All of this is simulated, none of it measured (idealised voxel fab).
process module | voxel trench capacitor
Xsec cut, 230 nm wide, square cell size 5 nm.
Heads up, the way a cross-section reads in here is a grid of square cells, handed over as bands from the top down, with every band being one or more rows of cells.
Basically the band line says how high the top is and how high the bottom is, in nm, and then what's in it from left to right, every material with its width in nm. Empty space shows up as "air", and if a single material carries "full width" it runs the full band edge to edge.
Height reference: 0 = level under which incoming wafer is all one material. Lowest band: no bottom, runs on downward, e.g. "top 0, no bottom".
So if you see something like "30..40" for the width, read it as the top row of the band sitting at the first number and the bottom row at the second, with every row in between moving by the same amount as the last.
Step marked "identical to before"? Then no cell in the cross-section changed in it.
So "Enclosed void listing" is basically the list of trapped voids: any empty space of 8 cells or more that can't reach the top through an opening. They're written width x height at distance, the distance being from the left edge, and it's all nm.
Where a step's line continues beyond its settings, the continuation is a remark by the simulator itself on that step.
The setting "overlay nm" may be written on the line of a step. When the step uses a mask, the value reports how far to the right of the planned place the mask lay, and a negative value reports that it lay to the left.
Process steps (planned)
1,RECEIVE, material Si
2,CONFORMAL_DEP, material SiN, thk nm 5
3,DIRECTIONAL_DEP, material aC, thk nm 15
4,PATTERN, tone open, mask id TRENCH, material resist, width nm 30, pitch nm 55, thk nm 35, overlay nm 0
5,DIRECTIONAL_ETCH, etch materials aC, depth nm 15
6,STRIP, etch materials resist
7,DIRECTIONAL_ETCH, etch materials SiN, depth nm 5
8,DIRECTIONAL_ETCH, etch materials Si, depth nm 35
9,STRIP, etch materials aC
10,CONFORMAL_DEP, material HfO2, thk nm 5
11,CONFORMAL_DEP, material TiN, thk nm 5
12,FILL_DEP, material W, thk nm 5
13,CMP, height nm 5
Incoming wafer in cross-section (state: after step 1)
> top 0, no bottom | Si full width
> Enclosed void listing: none
Final wafer profile in cross-section after the module, from the same start and plan as above, with one mistake made during processing
> top 5, bottom 0 | SiN 15 nm, HfO2 5 nm, aC 5 nm, W 10 nm, aC 5 nm, HfO2 5 nm, SiN 25 nm, HfO2 5 nm, aC 5 nm, W 10 nm, aC 5 nm, HfO2 5 nm, SiN 25 nm, HfO2 5 nm, aC 5 nm, W 10 nm, aC 5 nm, HfO2 5 nm, SiN 25 nm, HfO2 5 nm, aC 5 nm, W 10 nm, aC 5 nm, HfO2 5 nm, SiN 20 nm
> top 0, bottom -25 | Si 15 nm, HfO2 5 nm, aC 5 nm, W 10 nm, aC 5 nm, HfO2 5 nm, Si 25 nm, HfO2 5 nm, aC 5 nm, W 10 nm, aC 5 nm, HfO2 5 nm, Si 25 nm, HfO2 5 nm, aC 5 nm, W 10 nm, aC 5 nm, HfO2 5 nm, Si 25 nm, HfO2 5 nm, aC 5 nm, W 10 nm, aC 5 nm, HfO2 5 nm, Si 20 nm
> top -25, bottom -30 | Si 15 nm, HfO2 5 nm, aC 20 nm, HfO2 5 nm, Si 25 nm, HfO2 5 nm, aC 20 nm, HfO2 5 nm, Si 25 nm, HfO2 5 nm, aC 20 nm, HfO2 5 nm, Si 25 nm, HfO2 5 nm, aC 20 nm, HfO2 5 nm, Si 20 nm
> top -30, bottom -35 | Si 15 nm, HfO2 30 nm, Si 25 nm, HfO2 30 nm, Si 25 nm, HfO2 30 nm, Si 25 nm, HfO2 30 nm, Si 20 nm
> top -35, no bottom | Si full width
> Enclosed void listing: none
What broke from the plan during processing? contrary to plan, step 11 was performed as CONFORMAL_DEP, material aC, thk nm 5
